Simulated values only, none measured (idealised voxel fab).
Title: Process Module voxel wiring stack
We display cut, a cross-section 210 nm in width whose square cells are each 5 nm.
A cross-section is written here as square cells arranged in a grid, and it is given in bands from the top down, each band taking up one or more rows of cells. In this notation a band is specified by the heights of its top and bottom, in that order and in nm, after which its materials appear from left to right, each paired with its width in nm. The word "edge to edge" attached to a single material means that material fills the band from edge to edge; the word "blank" stands for empty space. For the purposes of this specification, 0 denotes the height below which the wafer in its as-received condition is composed wholly of one material, and the lowermost band, lacking a lower limit, extends downward without end, as expressed in "0 down". Width: "30->40" (first number = top row, second number = bottom row, same change from row to row of cells). You'll sometimes find "all unchanged" written for a step, and that's the way of saying that nowhere in the cross-section did a cell change during that step. Enclosed void catalog: empty space of 8 cells or more with no open way to the top, each as width x height at its distance from the left edge, in nm. On each step's line, the part that comes after the settings is the simulator's own comment on the step. A step line may carry the setting "overlay nm", which, for steps involving a mask, states the distance by which the mask lay to the right of its intended position; negative values denote displacement to the left.
plan
1: RECEIVE, material Si
2: CONFORMAL_DEP, material SiO2, thk nm 5
3: CONFORMAL_DEP, material SiN, thk nm 5
4: DIRECTIONAL_DEP, material lowk, thk nm 25
5: DIRECTIONAL_DEP, material aC, thk nm 15
6: PATTERN, tone open, mask id METAL_1, material resist, width nm 30, pitch nm 45, thk nm 30, overlay nm 0
7: DIRECTIONAL_ETCH, etch materials aC, depth nm 15
8: STRIP, etch materials resist
9: DIRECTIONAL_ETCH, etch materials lowk, depth nm 25
10: DIRECTIONAL_ETCH, etch materials SiN, depth nm 5
11: STRIP, etch materials aC
12: CONFORMAL_DEP, material TiN, thk nm 5
13: FILL_DEP, material Cu, thk nm 5
14: CMP, height nm 40
15: CONFORMAL_DEP, material SiCN, thk nm 5
16: DIRECTIONAL_DEP, material lowk, thk nm 35
17: DIRECTIONAL_DEP, material aC, thk nm 15
18: PATTERN, tone open, mask id METAL_2_HOLES, material resist, width nm 15, thk nm 35, overlay nm 0
19: DIRECTIONAL_ETCH, etch materials aC, depth nm 15
20: STRIP, etch materials resist
21: DIRECTIONAL_ETCH, etch materials lowk, depth nm 35
22: STRIP, etch materials aC
23: DIRECTIONAL_DEP, material aC, thk nm 15
24: PATTERN, tone open, mask id METAL_2, material resist, width nm 30, pitch nm 45, thk nm 30, overlay nm 0
25: DIRECTIONAL_ETCH, etch materials aC, depth nm 15
26: STRIP, etch materials resist
27: DIRECTIONAL_ETCH, etch materials lowk, depth nm 20
28: DIRECTIONAL_ETCH, etch materials SiCN, depth nm 5
29: STRIP, etch materials aC
30: CONFORMAL_DEP, material TiN, thk nm 5
31: FILL_DEP, material Cu, thk nm 5
32: CMP, height nm 80
33: CONFORMAL_DEP, material SiCN, thk nm 5
34: DIRECTIONAL_DEP, material SiO2, thk nm 15
35: MASKED_ETCH, tone open, mask id PLUG_2, width nm 15, etch materials SiO2, depth nm 15, overlay nm 0
36: MASKED_ETCH, tone open, mask id PLUG_2, width nm 15, etch materials SiCN, depth nm 5, overlay nm 0
37: EPI, material Ru, thk nm 10
38: EPI, material Ru, thk nm 10
39: CONFORMAL_DEP, material SiN, thk nm 5
40: DIRECTIONAL_DEP, material lowk, thk nm 20
41: PATTERN, tone open, mask id METAL_3, material resist, width nm 30, pitch nm 45, thk nm 20, overlay nm 0
42: DIRECTIONAL_ETCH, etch materials lowk, depth nm 20
43: DIRECTIONAL_ETCH, etch materials SiN, depth nm 5
44: STRIP, etch materials resist
45: CONFORMAL_DEP, material TiN, thk nm 5
46: FILL_DEP, material W, thk nm 5
47: CMP, height nm 125
48: CONFORMAL_DEP, material SiCN, thk nm 5
For clarity, it should be stated that the wafers under discussion commence in an identical condition and differ with respect to the thk nm of step 2, the plan indicating the value that the first wafer had.
The as-received cross-section of the first of several wafers corresponds to the state after step 1
0 down: Si edge to edge
Enclosed void catalog: none
End of module, by wafer: material-by-material cell gain (+) or loss (-) since receipt, then closed voids
thk nm 5; +76 Cu; +12 Ru; +120 SiCN; +60 SiN; +159 SiO2; +126 TiN; +32 W; +507 lowk; Enclosed void catalog: none
thk nm 10; +68 Cu; +12 Ru; +120 SiCN; +60 SiN; +201 SiO2; +92 TiN; +32 W; +507 lowk; Enclosed void catalog: none
thk nm 15; +60 Cu; +12 Ru; +120 SiCN; +60 SiN; +243 SiO2; +88 TiN; +32 W; +477 lowk; Enclosed void catalog: none
thk nm 20; +52 Cu; +12 Ru; +120 SiCN; +60 SiN; +285 SiO2; +84 TiN; +32 W; +447 lowk; Enclosed void catalog: none
thk nm 25; +44 Cu; +12 Ru; +120 SiCN; +60 SiN; +327 SiO2; +80 TiN; +32 W; +417 lowk; Enclosed void catalog: none
